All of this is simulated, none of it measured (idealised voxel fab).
Proc. module: voxel fin reveal
Cross-section cut spans 270 nm and uses square cells 5 nm in size.
Format of a cross-section: grid, square cells. Given as bands. Order: top down. Band: one or more rows of cells.
Heights first: top, then bottom, in nm. Then materials, left to right, each with a width in nm. "all across" on a single material: fills the band edge to edge. "empty": empty space.
Convention: height 0 is the level below which the wafer, as received, is all one material. The lowest band does not terminate at the bottom but continues downward, represented as "0 and below".
The width entry "30->40" should be interpreted row by row: the top row of cells in the band takes the first number, the bottom row takes the second number, and the change between adjacent rows is uniform throughout.
"no change" means the step left every cell of the cross-section as it was.
If an empty space has no open way to the top and is at least 8 cells in size, "Unvented internal voids" lists it, written width x height at distance, where distance is measured from the left edge and every value is in nm.
On a step's line, text after the settings is the simulator commenting on that step.
On any step carrying a mask, the "overlay nm" setting, if present on the step's line, tells how far right of its planned place the mask lay; negative values point to the left.

Plan
1. RECEIVE (material Si)
2. CONFORMAL_DEP (material SiN; thk nm 5)
3. PATTERN (tone cover; mask id FINS; material resist; width nm 15; pitch nm 40; thk nm 15; overlay nm 0)
4. DIRECTIONAL_ETCH (etch materials SiN; depth nm 5)
5. DIRECTIONAL_ETCH (etch materials Si; depth nm 40)
6. STRIP (etch materials resist)
7. OXIDIZE (depth nm 5)
8. FILL_DEP (material SiO2; thk nm 10)
9. CMP (height nm 5)
10. SELECTIVE_ETCH (etch materials SiO2; depth nm 30)
11. STRIP (etch materials SiN)

Wafer at receipt (post step 1), cross-section
- 0 and below = Si all across
- Unvented internal voids: none

Wafer cross-section at end of module: start and plan as shown above, one execution error
- 0 down to -25 = 65 of empty, 15 of Si, 25 of empty, 15 of Si, 25 of empty, 15 of Si, 25 of empty, 15 of Si, 70 of empty
- -25 down to -45 = 65 of SiO2, 15 of Si, 25 of SiO2, 15 of Si, 25 of SiO2, 15 of Si, 25 of SiO2, 15 of Si, 70 of SiO2
- -45 and below = Si all across
- Unvented internal voids: none
Here's what went sideways: off-plan run, step 3, actual operation and settings PATTERN (tone cover; mask id FINS; material resist; width nm 25; pitch nm 40; thk nm 15; overlay nm 0)
